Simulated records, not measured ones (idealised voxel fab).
process module | voxel ribs on slabs
cross-section cut | 210 nm wide | cells 5 nm
A cross-section is a grid of square cells, given in bands from the top down. A band is one or more rows of cells.
Each band's line starts with the height of the band's top and of its bottom, in nm. Then come its materials from left to right, each with its width in nm. One material with "throughout" fills the band from edge to edge. "air" is empty space.
Height 0 is the level under which the wafer as received is all one material. The lowest band goes on downwards, as in "0 down".
A width such as "30 to 40" changes by the same amount from each row of cells to the next, from the band's top row to its bottom row.
"no change" after a step means that no cell of the cross-section changed.
closed voids: empty space of 8 cells or more with no open way to the top, each as width x height at its distance from the left edge, in nm
after a step's settings: what the simulator itself notes on the step
overlay nm, on a step with a mask: how far to the right of its planned place the mask lay; to the left if negative
plan
1 op RECEIVE | material Si
2 op DIRECTIONAL_DEP | material SiO2 | thk nm 25
3 op DIRECTIONAL_DEP | material SiN | thk nm 25
4 op MASKED_ETCH | tone cover | mask id RIB | width nm 15 | etch materials SiN | depth nm 10 | overlay nm 0
5 op PATTERN | tone cover | mask id SLAB | material resist | width nm 65 | thk nm 15 | overlay nm 0
6 op DIRECTIONAL_ETCH | etch materials SiN | depth nm 15
7 op STRIP | etch materials resist
8 op FILL_DEP | material SiO2 | thk nm 25
9 op CMP | height nm 70
10 op DIRECTIONAL_DEP | material TiN | thk nm 5
11 op PATTERN | tone cover | mask id HEATER | material resist | width nm 25 | thk nm 20 | overlay nm 0
12 op DIRECTIONAL_ETCH | etch materials TiN | depth nm 5
13 op STRIP | etch materials resist
14 op CONFORMAL_DEP | material SiN | thk nm 10
first wafer, as planned
as received, after step 1
  0 down: Si throughout
  closed voids: none
after step 2
  25 to 0: SiO2 throughout
  below 0: unchanged
after step 3
  50 to 25: SiN throughout
  below 25: unchanged
after step 4
  50 to 40: air 95 | SiN 15 | air 100
  below 40: unchanged
after step 5
  65 to 50: air 70 | resist 65 | air 75
  50 to 40: air 70 | resist 25 | SiN 15 | resist 25 | air 75
  below 40: unchanged
after step 6
  65 to 50: air 70 | resist 65 | air 75
  50 to 40: air 70 | resist 25 | SiN 15 | resist 25 | air 75
  40 to 25: air 70 | SiN 65 | air 75
  below 25: unchanged
after step 7
  50 to 40: air 95 | SiN 15 | air 100
  below 40: unchanged
after step 8
  75 to 50: SiO2 throughout
  50 to 40: SiO2 95 | SiN 15 | SiO2 100
  40 to 25: SiO2 70 | SiN 65 | SiO2 75
  below 25: unchanged
after step 9
  70 to 50: SiO2 throughout
  below 50: unchanged
after step 10
  75 to 70: TiN throughout
  below 70: unchanged
after step 11
  95 to 75: air 90 | resist 25 | air 95
  below 75: unchanged
after step 12
  95 to 75: air 90 | resist 25 | air 95
  75 to 70: air 90 | TiN 25 | air 95
  below 70: unchanged
after step 13
  75 to 70: air 90 | TiN 25 | air 95
  below 70: unchanged
after step 14
  85 to 80: air 80 | SiN 45 | air 85
  80 to 75: SiN throughout
  75 to 70: SiN 90 | TiN 25 | SiN 95
  below 70: unchanged
second wafer: like start, like plan, one mistake. Through step 2 it matches the first wafer
when step 3 should have ended
  55 to 25: SiN throughout
  below 25: unchanged
when step 4 should have ended
  55 to 45: air 95 | SiN 15 | air 100
  below 45: unchanged
when step 5 should have ended
  70 to 55: air 70 | resist 65 | air 75
  55 to 45: air 70 | resist 25 | SiN 15 | resist 25 | air 75
  below 45: unchanged
when step 6 should have ended
  70 to 55: air 70 | resist 65 | air 75
  55 to 45: air 70 | resist 25 | SiN 15 | resist 25 | air 75
  45 to 30: air 70 | SiN 65 | air 75
  below 30: unchanged
when step 7 should have ended
  55 to 45: air 95 | SiN 15 | air 100
  below 45: unchanged
when step 8 should have ended
  80 to 55: SiO2 throughout
  55 to 45: SiO2 95 | SiN 15 | SiO2 100
  45 to 30: SiO2 70 | SiN 65 | SiO2 75
  below 30: unchanged
when step 9 should have ended
  70 to 55: SiO2 throughout
  below 55: unchanged
when step 10 should have ended
  75 to 70: TiN throughout
  below 70: unchanged
when step 11 should have ended
  95 to 75: air 90 | resist 25 | air 95
  below 75: unchanged
when step 12 should have ended
  95 to 75: air 90 | resist 25 | air 95
  75 to 70: air 90 | TiN 25 | air 95
  below 70: unchanged
when step 13 should have ended
  75 to 70: air 90 | TiN 25 | air 95
  below 70: unchanged
when step 14 should have ended
  85 to 80: air 80 | SiN 45 | air 85
  80 to 75: SiN throughout
  75 to 70: SiN 90 | TiN 25 | SiN 95
  below 70: unchanged
what went wrong: step 3 ran as: op DIRECTIONAL_DEP | material SiN | thk nm 30
at the end the second wafer has, in cells: 42 more of SiN | 42 fewer of SiO2
